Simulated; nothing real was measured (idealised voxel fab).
process module | voxel capacitor over wiring
cross-section cut | 225 nm wide | cells 5 nm
A cross-section is a grid of square cells, given in bands from the top down. A band is one or more rows of cells.
Each band's line starts with the height of the band's top and of its bottom, in nm. Then come its materials from left to right, each with its width in nm. One material with "throughout" fills the band from edge to edge. "air" is empty space.
Height 0 is the level under which the wafer as received is all one material. The lowest band goes on downwards, as in "0 down".
A width such as "30 to 40" changes by the same amount from each row of cells to the next, from the band's top row to its bottom row.
"no change" after a step means that no cell of the cross-section changed.
closed voids: empty space of 8 cells or more with no open way to the top, each as width x height at its distance from the left edge, in nm
after a step's settings: what the simulator itself notes on the step
overlay nm, on a step with a mask: how far to the right of its planned place the mask lay; to the left if negative
plan
1 op RECEIVE | material Si
2 op CONFORMAL_DEP | material SiO2 | thk nm 15
3 op CONFORMAL_DEP | material SiN | thk nm 5
4 op DIRECTIONAL_DEP | material SiO2 | thk nm 25
5 op PATTERN | tone open | mask id METAL_1 | material resist | width nm 30 | pitch nm 80 | thk nm 15 | overlay nm 0
6 op DIRECTIONAL_ETCH | etch materials SiO2 | depth nm 25
7 op DIRECTIONAL_ETCH | etch materials SiN | depth nm 5
8 op STRIP | etch materials resist
9 op CONFORMAL_DEP | material TiN | thk nm 5
10 op FILL_DEP | material W | thk nm 10
11 op CMP | height nm 45
12 op CONFORMAL_DEP | material SiCN | thk nm 5
13 op DIRECTIONAL_DEP | material lowk | thk nm 15
14 op PATTERN | tone open | mask id PLUG_1 | material resist | width nm 15 | thk nm 20 | overlay nm 0
15 op DIRECTIONAL_ETCH | etch materials lowk | depth nm 15
16 op DIRECTIONAL_ETCH | etch materials SiCN | depth nm 5
17 op STRIP | etch materials resist
18 op EPI | material Ru | thk nm 10
19 op EPI | material Ru | thk nm 10
20 op DIRECTIONAL_DEP | material TiN | thk nm 10
21 op DIRECTIONAL_DEP | material HfO2 | thk nm 5
22 op DIRECTIONAL_DEP | material TiN | thk nm 10
23 op MASKED_ETCH | tone cover | mask id UPPER_PLATE | width nm 55 | etch materials TiN | depth nm 10 | overlay nm 0
24 op MASKED_ETCH | tone cover | mask id UPPER_PLATE | width nm 55 | etch materials HfO2 | depth nm 5 | overlay nm 0
25 op MASKED_ETCH | tone cover | mask id LOWER_PLATE | width nm 65 | etch materials TiN | depth nm 10 | overlay nm 0
26 op FILL_DEP | material SiO2 | thk nm 20
27 op CMP | height nm 105
28 op PATTERN | tone open | mask id PLUG_2 | material resist | width nm 15 | thk nm 15 | overlay nm 0
29 op DIRECTIONAL_ETCH | etch materials SiO2 | depth nm 15
30 op STRIP | etch materials resist
31 op CONFORMAL_DEP | material TiN | thk nm 5
32 op FILL_DEP | material Ru | thk nm 10
33 op CMP | height nm 105
34 op CONFORMAL_DEP | material SiN | thk nm 5
as received, after step 1
  0 down: Si throughout
  closed voids: none
first wafer at the end, as planned
  110 to 105: SiN throughout
  105 to 95: SiO2 80 | TiN 5 | Ru 5 | TiN 5 | SiO2 130
  95 to 90: SiO2 80 | TiN 15 | SiO2 130
  90 to 80: SiO2 70 | TiN 55 | SiO2 100
  80 to 75: SiO2 70 | HfO2 55 | SiO2 100
  75 to 65: SiO2 65 | TiN 65 | SiO2 95
  65 to 50: lowk 70 | Ru 15 | lowk 140
  50 to 45: SiCN 70 | Ru 15 | SiCN 140
  45 to 20: SiO2 55 | TiN 5 | W 20 | TiN 5 | SiO2 50 | TiN 5 | W 20 | TiN 5 | SiO2 60
  20 to 15: SiN 55 | TiN 30 | SiN 50 | TiN 30 | SiN 60
  15 to 0: SiO2 throughout
  0 down: Si throughout
  closed voids: none
second wafer at the end: like start, like plan, one mistake
  110 to 105: SiN throughout
  105 to 95: SiO2 80 | TiN 5 | Ru 5 | TiN 5 | SiO2 130
  95 to 85: SiO2 80 to 70 | TiN 15 to 20 | SiO2 130 to 135
  85 to 80: SiO2 70 | TiN 55 | SiO2 100
  80 to 75: SiO2 70 | HfO2 20 | TiN 35 | SiO2 100
  75 to 70: SiO2 65 | TiN 25 | HfO2 35 | SiO2 100
  70 to 65: SiO2 65 | TiN 65 | SiO2 95
  65 to 60: SiO2 65 | Ru 25 | TiN 40 | SiO2 95
  60 to 50: lowk 70 | Ru 15 | lowk 140
  50 to 45: SiCN 70 | Ru 15 | SiCN 140
  45 to 20: SiO2 55 | TiN 5 | W 20 | TiN 5 | SiO2 50 | TiN 5 | W 20 | TiN 5 | SiO2 60
  20 to 15: SiN 55 | TiN 30 | SiN 50 | TiN 30 | SiN 60
  15 to 0: SiO2 throughout
  0 down: Si throughout
  closed voids: none
what went wrong: step 13 ran as: op DIRECTIONAL_DEP | material lowk | thk nm 10
at the end the second wafer has, in cells: 2 more of Ru | 40 more of SiO2 | 42 fewer of lowk
